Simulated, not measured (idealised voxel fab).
process module | voxel gate over fins
cross-section cut | 275 nm wide | cells 5 nm
A cross-section is a grid of square cells, given in bands from the top down. A band is one or more rows of cells.
Each band's line starts with the height of the band's top and of its bottom, in nm. Then come its materials from left to right, each with its width in nm. One material with "throughout" fills the band from edge to edge. "air" is empty space.
Height 0 is the level under which the wafer as received is all one material. The lowest band goes on downwards, as in "0 down".
A width such as "30 to 40" changes by the same amount from each row of cells to the next, from the band's top row to its bottom row.
"no change" after a step means that no cell of the cross-section changed.
closed voids: empty space of 8 cells or more with no open way to the top, each as width x height at its distance from the left edge, in nm
after a step's settings: what the simulator itself notes on the step
overlay nm, on a step with a mask: how far to the right of its planned place the mask lay; to the left if negative
plan
1 op RECEIVE | material Si
2 op CONFORMAL_DEP | material SiN | thk nm 5
3 op PATTERN | tone cover | mask id FINS | material resist | width nm 15 | pitch nm 55 | thk nm 15 | overlay nm 0
4 op DIRECTIONAL_ETCH | etch materials SiN | depth nm 5
5 op DIRECTIONAL_ETCH | etch materials Si | depth nm 30
6 op STRIP | etch materials resist
7 op FILL_DEP | material SiO2 | thk nm 10
8 op CMP | height nm 5
9 op MASKED_ETCH | tone open | mask id RAIL | width nm 15 | etch materials SiO2 | depth nm 30 | overlay nm 0
10 op CONFORMAL_DEP | material TiN | thk nm 5
11 op FILL_DEP | material W | thk nm 5
12 op CMP | height nm 5
13 op SELECTIVE_ETCH | etch materials W Ru TiN | depth nm 20
14 op FILL_DEP | material SiO2 | thk nm 5
15 op CMP | height nm 5
16 op SELECTIVE_ETCH | etch materials SiO2 | depth nm 15
17 op STRIP | etch materials SiN
18 op CONFORMAL_DEP | material HfO2 | thk nm 5
19 op CONFORMAL_DEP | material TiN | thk nm 5
20 op CONFORMAL_DEP | material TiAl | thk nm 5
21 op CONFORMAL_DEP | material TiN | thk nm 5
22 op FILL_DEP | material W | thk nm 15
23 op CMP | height nm 30
24 op CONFORMAL_DEP | material SiN | thk nm 10
first wafer, as planned
as received, after step 1
  0 down: Si throughout
  closed voids: none
after step 2
  5 to 0: SiN throughout
  below 0: unchanged
after step 3
  20 to 5: air 100 | resist 15 | air 40 | resist 15 | air 105
  below 5: unchanged
after step 4
  20 to 5: air 100 | resist 15 | air 40 | resist 15 | air 105
  5 to 0: air 100 | SiN 15 | air 40 | SiN 15 | air 105
  below 0: unchanged
after step 5
  20 to 5: air 100 | resist 15 | air 40 | resist 15 | air 105
  5 to 0: air 100 | SiN 15 | air 40 | SiN 15 | air 105
  0 to -30: air 100 | Si 15 | air 40 | Si 15 | air 105
  below -30: unchanged
after step 6
  5 to 0: air 100 | SiN 15 | air 40 | SiN 15 | air 105
  below 0: unchanged
after step 7
  15 to 5: SiO2 throughout
  5 to 0: SiO2 100 | SiN 15 | SiO2 40 | SiN 15 | SiO2 105
  0 to -30: SiO2 100 | Si 15 | SiO2 40 | Si 15 | SiO2 105
  below -30: unchanged
after step 8
  5 to 0: SiO2 100 | SiN 15 | SiO2 40 | SiN 15 | SiO2 105
  below 0: unchanged
after step 9
  5 to 0: SiO2 100 | SiN 15 | SiO2 10 | air 15 | SiO2 15 | SiN 15 | SiO2 105
  0 to -25: SiO2 100 | Si 15 | SiO2 10 | air 15 | SiO2 15 | Si 15 | SiO2 105
  below -25: unchanged
after step 10
  10 to 5: TiN 130 | air 5 | TiN 140
  5 to 0: SiO2 100 | SiN 15 | SiO2 10 | TiN 5 | air 5 | TiN 5 | SiO2 15 | SiN 15 | SiO2 105
  0 to -20: SiO2 100 | Si 15 | SiO2 10 | TiN 5 | air 5 | TiN 5 | SiO2 15 | Si 15 | SiO2 105
  -20 to -25: SiO2 100 | Si 15 | SiO2 10 | TiN 15 | SiO2 15 | Si 15 | SiO2 105
  below -25: unchanged
after step 11
  15 to 10: W throughout
  10 to 5: TiN 130 | W 5 | TiN 140
  5 to 0: SiO2 100 | SiN 15 | SiO2 10 | TiN 5 | W 5 | TiN 5 | SiO2 15 | SiN 15 | SiO2 105
  0 to -20: SiO2 100 | Si 15 | SiO2 10 | TiN 5 | W 5 | TiN 5 | SiO2 15 | Si 15 | SiO2 105
  below -20: unchanged
after step 12
  5 to 0: SiO2 100 | SiN 15 | SiO2 10 | TiN 5 | W 5 | TiN 5 | SiO2 15 | SiN 15 | SiO2 105
  below 0: unchanged
after step 13
  5 to 0: SiO2 100 | SiN 15 | SiO2 10 | air 15 | SiO2 15 | SiN 15 | SiO2 105
  0 to -15: SiO2 100 | Si 15 | SiO2 10 | air 15 | SiO2 15 | Si 15 | SiO2 105
  below -15: unchanged
after step 14
  10 to 5: SiO2 throughout
  5 to 0: SiO2 100 | SiN 15 | SiO2 40 | SiN 15 | SiO2 105
  0 to -15: SiO2 100 | Si 15 | SiO2 40 | Si 15 | SiO2 105
  below -15: unchanged
after step 15
  5 to 0: SiO2 100 | SiN 15 | SiO2 40 | SiN 15 | SiO2 105
  below 0: unchanged
after step 16
  5 to 0: air 100 | SiN 15 | air 40 | SiN 15 | air 105
  0 to -10: air 100 | Si 15 | air 40 | Si 15 | air 105
  below -10: unchanged
after step 17
  0 to -10: air 100 | Si 15 | air 40 | Si 15 | air 105
  below -10: unchanged
after step 18
  5 to 0: air 95 | HfO2 25 | air 30 | HfO2 25 | air 100
  0 to -5: air 95 | HfO2 5 | Si 15 | HfO2 5 | air 30 | HfO2 5 | Si 15 | HfO2 5 | air 100
  -5 to -10: HfO2 100 | Si 15 | HfO2 40 | Si 15 | HfO2 105
  below -10: unchanged
after step 19
  10 to 5: air 90 | TiN 35 | air 20 | TiN 35 | air 95
  5 to 0: air 90 | TiN 5 | HfO2 25 | TiN 5 | air 20 | TiN 5 | HfO2 25 | TiN 5 | air 95
  0 to -5: TiN 95 | HfO2 5 | Si 15 | HfO2 5 | TiN 30 | HfO2 5 | Si 15 | HfO2 5 | TiN 100
  below -5: unchanged
after step 20
  15 to 10: air 85 | TiAl 45 | air 10 | TiAl 45 | air 90
  10 to 5: air 85 | TiAl 5 | TiN 35 | TiAl 5 | air 10 | TiAl 5 | TiN 35 | TiAl 5 | air 90
  5 to 0: TiAl 90 | TiN 5 | HfO2 25 | TiN 5 | TiAl 20 | TiN 5 | HfO2 25 | TiN 5 | TiAl 95
  below 0: unchanged
after step 21
  20 to 15: air 80 | TiN 110 | air 85
  15 to 10: air 80 | TiN 5 | TiAl 45 | TiN 10 | TiAl 45 | TiN 5 | air 85
  10 to 5: TiN 85 | TiAl 5 | TiN 35 | TiAl 5 | TiN 10 | TiAl 5 | TiN 35 | TiAl 5 | TiN 90
  below 5: unchanged
after step 22
  35 to 20: W throughout
  20 to 15: W 80 | TiN 110 | W 85
  15 to 10: W 80 | TiN 5 | TiAl 45 | TiN 10 | TiAl 45 | TiN 5 | W 85
  below 10: unchanged
after step 23
  30 to 20: W throughout
  below 20: unchanged
after step 24
  40 to 30: SiN throughout
  below 30: unchanged
second wafer: like start, like plan, one mistake. Through step 8 it matches the first wafer
when step 9 should have ended
  5 to 0: SiO2 100 | SiN 15 | SiO2 10 | air 20 | SiO2 10 | SiN 15 | SiO2 105
  0 to -25: SiO2 100 | Si 15 | SiO2 10 | air 20 | SiO2 10 | Si 15 | SiO2 105
  below -25: unchanged
when step 10 should have ended
  10 to 5: TiN 130 | air 10 | TiN 135
  5 to 0: SiO2 100 | SiN 15 | SiO2 10 | TiN 5 | air 10 | TiN 5 | SiO2 10 | SiN 15 | SiO2 105
  0 to -20: SiO2 100 | Si 15 | SiO2 10 | TiN 5 | air 10 | TiN 5 | SiO2 10 | Si 15 | SiO2 105
  -20 to -25: SiO2 100 | Si 15 | SiO2 10 | TiN 20 | SiO2 10 | Si 15 | SiO2 105
  below -25: unchanged
when step 11 should have ended
  15 to 10: W throughout
  10 to 5: TiN 130 | W 10 | TiN 135
  5 to 0: SiO2 100 | SiN 15 | SiO2 10 | TiN 5 | W 10 | TiN 5 | SiO2 10 | SiN 15 | SiO2 105
  0 to -20: SiO2 100 | Si 15 | SiO2 10 | TiN 5 | W 10 | TiN 5 | SiO2 10 | Si 15 | SiO2 105
  below -20: unchanged
when step 12 should have ended
  5 to 0: SiO2 100 | SiN 15 | SiO2 10 | TiN 5 | W 10 | TiN 5 | SiO2 10 | SiN 15 | SiO2 105
  below 0: unchanged
when step 13 should have ended
  5 to 0: SiO2 100 | SiN 15 | SiO2 10 | air 20 | SiO2 10 | SiN 15 | SiO2 105
  0 to -15: SiO2 100 | Si 15 | SiO2 10 | air 20 | SiO2 10 | Si 15 | SiO2 105
  below -15: unchanged
when step 14 should have ended
  10 to 5: SiO2 throughout
  5 to 0: SiO2 100 | SiN 15 | SiO2 40 | SiN 15 | SiO2 105
  0 to -15: SiO2 100 | Si 15 | SiO2 40 | Si 15 | SiO2 105
  below -15: unchanged
when step 15 should have ended
  5 to 0: SiO2 100 | SiN 15 | SiO2 40 | SiN 15 | SiO2 105
  below 0: unchanged
when step 16 should have ended
  5 to 0: air 100 | SiN 15 | air 40 | SiN 15 | air 105
  0 to -10: air 100 | Si 15 | air 40 | Si 15 | air 105
  below -10: unchanged
when step 17 should have ended
  0 to -10: air 100 | Si 15 | air 40 | Si 15 | air 105
  below -10: unchanged
when step 18 should have ended
  5 to 0: air 95 | HfO2 25 | air 30 | HfO2 25 | air 100
  0 to -5: air 95 | HfO2 5 | Si 15 | HfO2 5 | air 30 | HfO2 5 | Si 15 | HfO2 5 | air 100
  -5 to -10: HfO2 100 | Si 15 | HfO2 40 | Si 15 | HfO2 105
  below -10: unchanged
when step 19 should have ended
  10 to 5: air 90 | TiN 35 | air 20 | TiN 35 | air 95
  5 to 0: air 90 | TiN 5 | HfO2 25 | TiN 5 | air 20 | TiN 5 | HfO2 25 | TiN 5 | air 95
  0 to -5: TiN 95 | HfO2 5 | Si 15 | HfO2 5 | TiN 30 | HfO2 5 | Si 15 | HfO2 5 | TiN 100
  below -5: unchanged
when step 20 should have ended
  15 to 10: air 85 | TiAl 45 | air 10 | TiAl 45 | air 90
  10 to 5: air 85 | TiAl 5 | TiN 35 | TiAl 5 | air 10 | TiAl 5 | TiN 35 | TiAl 5 | air 90
  5 to 0: TiAl 90 | TiN 5 | HfO2 25 | TiN 5 | TiAl 20 | TiN 5 | HfO2 25 | TiN 5 | TiAl 95
  below 0: unchanged
when step 21 should have ended
  20 to 15: air 80 | TiN 110 | air 85
  15 to 10: air 80 | TiN 5 | TiAl 45 | TiN 10 | TiAl 45 | TiN 5 | air 85
  10 to 5: TiN 85 | TiAl 5 | TiN 35 | TiAl 5 | TiN 10 | TiAl 5 | TiN 35 | TiAl 5 | TiN 90
  below 5: unchanged
when step 22 should have ended
  35 to 20: W throughout
  20 to 15: W 80 | TiN 110 | W 85
  15 to 10: W 80 | TiN 5 | TiAl 45 | TiN 10 | TiAl 45 | TiN 5 | W 85
  below 10: unchanged
when step 23 should have ended
  30 to 20: W throughout
  below 20: unchanged
when step 24 should have ended
  40 to 30: SiN throughout
  below 30: unchanged
what went wrong: step 9 ran as: op MASKED_ETCH | tone open | mask id RAIL | width nm 20 | etch materials SiO2 | depth nm 30 | overlay nm 0
at the end the second wafer has, in cells: 2 fewer of SiO2 | 1 more of TiN | 1 more of W
